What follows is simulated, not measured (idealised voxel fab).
Process module heading - voxel ribs on slabs
Xsec cut, 140 nm wide, square cell size 5 nm.
This document writes a cross-section as a grid whose cells are square, and gives it as bands, listed from the top down; one or more rows of cells form a band.
It is stipulated that each band's entry specify, in nanometres, the height of the top of the band and then that of its bottom, followed by the materials of the band in left-to-right sequence, each together with its width in nanometres. A single material marked by the word "everywhere" is understood to fill the band from edge to edge; the word "empty" is understood to denote empty space.
Height 0 is the level under which the wafer as received is all one material. The lowest band goes on downwards, as in "z 0 and below".
A two-number width, for instance "30..40", indicates that the width is equal to the first number in the top row of the band and to the second number in the bottom row, and that it changes by a constant amount per row of cells.
"no change occurred" for a step: no cell of the cross-section changed in that step.
"Tabulated closed voids" lists enclosed empty spaces (at least 8 cells, no open path upward to the top), each as width x height at distance from the left edge, in nm.
Read whatever lies past the settings on a step's line as the simulator's own remark about the step.
If you see "overlay nm" on a step's line and that step has a mask, it's telling you how far right of where it was planned the mask ended up; a negative number means it went left instead.

# The steps planned for the process are as follows
1 RECEIVE with material Si
2 DIRECTIONAL_DEP with material SiO2, thk nm 20
3 DIRECTIONAL_DEP with material SiN, thk nm 20
4 PATTERN with tone cover, mask id RIB, material resist, width nm 25, thk nm 15, overlay nm 0
5 DIRECTIONAL_ETCH with etch materials SiN, depth nm 15
6 STRIP with etch materials resist
7 MASKED_ETCH with tone cover, mask id SLAB, width nm 55, etch materials SiN, depth nm 5, overlay nm 0
8 FILL_DEP with material SiO2, thk nm 15
9 CMP with height nm 50
10 DIRECTIONAL_DEP with material TiN, thk nm 5
11 DIRECTIONAL_DEP with material aC, thk nm 15
12 PATTERN with tone cover, mask id HEATER, material resist, width nm 35, thk nm 35, overlay nm 0
13 DIRECTIONAL_ETCH with etch materials aC, depth nm 15
14 STRIP with etch materials resist
15 DIRECTIONAL_ETCH with etch materials TiN, depth nm 5
16 STRIP with etch materials aC
17 CONFORMAL_DEP with material SiN, thk nm 5
The value of thk nm given for step 17 in the plan refers to the first wafer; the wafers vary in this setting and are alike at the start.

# first wafer as received, after step 1
* z 0 and below: Si everywhere
* Tabulated closed voids: none

# Take any row and you have a wafer at the end of the module: how many cells of each material it has gained (+) or lost (-) since it was received, and then its closed voids
thk nm 5 | +56 SiN | +254 SiO2 | +7 TiN | Tabulated closed voids: none
thk nm 10 | +86 SiN | +254 SiO2 | +7 TiN | Tabulated closed voids: none
thk nm 15 | +116 SiN | +254 SiO2 | +7 TiN | Tabulated closed voids: none
thk nm 20 | +146 SiN | +254 SiO2 | +7 TiN | Tabulated closed voids: none
thk nm 25 | +176 SiN | +254 SiO2 | +7 TiN | Tabulated closed voids: none
